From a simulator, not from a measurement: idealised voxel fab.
Name of the process module below: voxel ribs on slabs
The cross-section shown here is cut; it is 140 nm wide and divided into square cells measuring 5 nm on a side.
Bands, listed from the top down, are how a cross-section gets written in this document; the cross-section itself is a grid of square cells, and a band is one or more rows of them. First you get the band's top height and its bottom height, in nm, and then the materials it's made of, left to right, with each width in nm. If you see a single material with "edge to edge", that one covers the band edge to edge. "empty" is empty space. Heads up on the height convention: 0 is the point under which the incoming wafer is all one material, and the lowest band has no bottom, it just keeps going down, like "0..down". The notation "30->40" denotes a width that varies across the rows of cells in the band, beginning at the first number in the top row, finishing at the second number in the bottom row, and changing by an identical amount from each row to the next. "no modifications", as given for a step, is the statement that not any cell of the cross-section underwent a change during that step. Entry "Sealed-off cavities" = empty spaces >= 8 cells with no open way to the top; each as width x height at distance, distance from left edge, all nm. Read whatever lies past the settings on a step's line as the simulator's own remark about the step. "overlay nm", when on a step's line for a step with a mask, measures how far to the right of its planned place the mask lay; a negative measure means to the left.

-- Planned process steps
1,RECEIVE: material Si
2,DIRECTIONAL_DEP: material SiO2, thk nm 20
3,DIRECTIONAL_DEP: material SiN, thk nm 15
4,DIRECTIONAL_DEP: material aC, thk nm 15
5,PATTERN: tone cover, mask id RIB, material resist, width nm 25, thk nm 35, overlay nm 0
6,DIRECTIONAL_ETCH: etch materials aC, depth nm 15
7,STRIP: etch materials resist
8,DIRECTIONAL_ETCH: etch materials SiN, depth nm 10
9,STRIP: etch materials aC
10,DIRECTIONAL_DEP: material aC, thk nm 10
11,PATTERN: tone cover, mask id SLAB, material resist, width nm 75, thk nm 30, overlay nm 0
12,DIRECTIONAL_ETCH: etch materials aC, depth nm 10
13,STRIP: etch materials resist
14,DIRECTIONAL_ETCH: etch materials SiN, depth nm 5
15,STRIP: etch materials aC
16,FILL_DEP: material SiO2, thk nm 20
17,CMP: height nm 50
18,DIRECTIONAL_DEP: material W, thk nm 10
19,MASKED_ETCH: tone cover, mask id HEATER, width nm 35, etch materials W, depth nm 10, overlay nm 0
20,CONFORMAL_DEP: material SiO2, thk nm 10

-- Cross-section of the wafer at receipt, which is the condition after step 1
  0..down = Si edge to edge
  Sealed-off cavities: none

-- Cross-section, end of module. Start: as above. Plan: as above. Execution: one mistake
  65..55 = 40 nm empty, 55 nm SiO2, 45 nm empty
  55..45 = 50 nm SiO2, 35 nm W, 55 nm SiO2
  45..35 = SiO2 edge to edge
  35..25 = 55 nm SiO2, 25 nm SiN, 60 nm SiO2
  25..20 = 30 nm SiO2, 75 nm SiN, 35 nm SiO2
  20..0 = SiO2 edge to edge
  0..down = Si edge to edge
  Sealed-off cavities: none
Processing error: for step 17, the planned setting was not used; the step was instead run as CMP: height nm 45
